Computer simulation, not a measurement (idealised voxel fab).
The process module presented herein is designated voxel self aligned vias.
For reference, the cross-section in this document is cut, with width 190 nm and square cells of 5 nm.
When this document writes out a cross-section, it uses a grid of square cells and lists it as bands, beginning at the top and moving down, with a band standing for one or more rows of cells. Top, bottom (nm), then materials left to right with widths (nm); lone material tagged "full width" fills the whole band edge to edge; "blank" = empty space. Heights are reckoned from 0. Under this level, the received wafer is all of one material. The bottommost band is open-ended downward, for example "0 down". Note: "30 to 40" means the width goes from the first number (top row of the band) to the second number (bottom row) in equal steps per row of cells. You'll sometimes find "left unchanged" written for a step, and that's the way of saying that nowhere in the cross-section did a cell change during that step. The entry titled "Closed-off voids" provides the empty spaces that have no open way to the top, restricted to those of 8 cells or more. Each is presented as width x height at distance, the distance being measured from the left edge, with all three in nm. If you see something after the settings on a step's line, that's the simulator's own remark about that step. overlay nm: mask offset rightward from planned place, masked step; negative means leftward offset.
[The process steps that were planned are listed below]
step 1: RECEIVE | material Si
step 2: CONFORMAL_DEP | material SiO2 | thk nm 15
step 3: CONFORMAL_DEP | material SiCN | thk nm 5
step 4: DIRECTIONAL_DEP | material lowk | thk nm 25
step 5: PATTERN | tone open | mask id LINES | material resist | width nm 30 | pitch nm 55 | thk nm 15 | overlay nm 0
step 6: DIRECTIONAL_ETCH | etch materials lowk | depth nm 25
step 7: STRIP | etch materials resist
step 8: CONFORMAL_DEP | material TiN | thk nm 5
step 9: FILL_DEP | material W | thk nm 10
step 10: CMP | height nm 45
step 11: SELECTIVE_ETCH | etch materials W Ru TiN | depth nm 5
step 12: FILL_DEP | material SiN | thk nm 10
step 13: CMP | height nm 45
step 14: DIRECTIONAL_DEP | material lowk | thk nm 15
step 15: MASKED_ETCH | tone open | mask id VIAS | width nm 40 | pitch nm 55 | etch materials lowk | depth nm 15 | overlay nm 0
step 16: MASKED_ETCH | tone open | mask id VIAS | width nm 40 | pitch nm 55 | etch materials SiN | depth nm 5 | overlay nm 0
step 17: CONFORMAL_DEP | material TiN | thk nm 5
step 18: FILL_DEP | material Ru | thk nm 5
step 19: CMP | height nm 60
step 20: CONFORMAL_DEP | material SiCN | thk nm 5
[Cross-section: wafer on arrival = after step 1]
> 0 down  Si full width
> Closed-off voids: none
[Same starting wafer, same plan as above, one mistake in the execution; this is the cross-section at the end of the module]
> 65 to 60  SiCN full width
> 60 to 50  45 nm lowk | 5 nm TiN | 30 nm Ru | 5 nm TiN | 15 nm lowk | 5 nm TiN | 30 nm Ru | 5 nm TiN | 50 nm lowk
> 50 to 45  45 nm lowk | 10 nm TiN | 15 nm Ru | 15 nm TiN | 15 nm lowk | 10 nm TiN | 15 nm Ru | 15 nm TiN | 50 nm lowk
> 45 to 40  50 nm lowk | 25 nm TiN | 5 nm SiN | 25 nm lowk | 25 nm TiN | 5 nm SiN | 55 nm lowk
> 40 to 25  50 nm lowk | 5 nm TiN | 20 nm W | 5 nm TiN | 25 nm lowk | 5 nm TiN | 20 nm W | 5 nm TiN | 55 nm lowk
> 25 to 20  50 nm lowk | 30 nm TiN | 25 nm lowk | 30 nm TiN | 55 nm lowk
> 20 to 15  SiCN full width
> 15 to 0  SiO2 full width
> 0 down  Si full width
> Closed-off voids: none
Deviation from plan: step 16 off recipe, ran as MASKED_ETCH | tone open | mask id VIAS | width nm 40 | pitch nm 55 | etch materials SiN | depth nm 5 | overlay nm -10
